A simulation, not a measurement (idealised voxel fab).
Process module under the name voxel self aligned contacts
The cross-section on display is named cut; it measures 180 nm wide, and its cells are 5 nm squares.
Cross-sections here: square-cell grids, written as top-down lists of bands, a band being one or more rows of cells. Band: top height; bottom height; in nm. Then, left to right: material with width in nm, for each material. "throughout": a single material spanning edge to edge. "blank": empty space. Where do heights start? At 0: under that level the wafer as delivered is made of one material only. And the lowest band has no floor; it just carries on downward, as in "z 0 and below". When a width is written as two numbers, as in "30 to 40", the first number is the width in the top row of cells of the band and the second is the width in its bottom row, and the width changes by the same amount from each row to the next. "everything unchanged", as given for a step, is the statement that not any cell of the cross-section underwent a change during that step. Voids not open to the top, 8 cells minimum: see "Trapped voids". Written width x height at distance; distance is from the left edge; nm. Past the settings on a step's line: simulator remark, on that step. overlay nm: on a step with a mask, how far right of its planned place the mask lay; negative means left.
Process steps foreseen in the plan
1 RECEIVE, material Si
2 OXIDIZE, depth nm 5
3 DIRECTIONAL_DEP, material polySi, thk nm 20
4 DIRECTIONAL_DEP, material SiN, thk nm 15
5 DIRECTIONAL_DEP, material aC, thk nm 10
6 PATTERN, tone cover, mask id GATE, material resist, width nm 25, pitch nm 50, thk nm 25, overlay nm 0
7 DIRECTIONAL_ETCH, etch materials aC, depth nm 10
8 STRIP, etch materials resist
9 DIRECTIONAL_ETCH, etch materials SiN, depth nm 15
10 DIRECTIONAL_ETCH, etch materials polySi, depth nm 20
11 STRIP, etch materials aC
12 CONFORMAL_DEP, material SiN, thk nm 5
13 DIRECTIONAL_ETCH, etch materials SiN, depth nm 5
14 FILL_DEP, material SiO2, thk nm 10
15 CMP, height nm 40
16 PATTERN, tone open, mask id CONTACT, material resist, width nm 35, thk nm 15, overlay nm 0
17 DIRECTIONAL_ETCH, etch materials SiO2, depth nm 45
18 STRIP, etch materials resist
19 CONFORMAL_DEP, material TiN, thk nm 5
20 FILL_DEP, material Ru, thk nm 10
21 CMP, height nm 40
22 CONFORMAL_DEP, material SiN, thk nm 5
As-received state of the wafer in cross-section, equivalent to post-step 1
    z 0 and below = Si throughout
    Trapped voids: none
Module complete, cross-section. Starting point and plan per above. One mistake made in running the module
    z 45 to 40 = SiN throughout
    z 40 to 35 = 70 nm SiO2 | 5 nm TiN | 25 nm Ru | 5 nm TiN | 75 nm SiO2
    z 35 to 30 = 70 nm SiO2 | 35 nm TiN | 75 nm SiO2
    z 30 to 20 = SiN throughout
    z 20 to 0 = polySi throughout
    z 0 to -5 = SiO2 throughout
    z -5 and below = Si throughout
    Trapped voids: none
It is concluded that the wafer was processed incorrectly with respect to the plan, in that the process deviated at step 5: the operation and settings actually run there were DIRECTIONAL_DEP, material SiN, thk nm 10
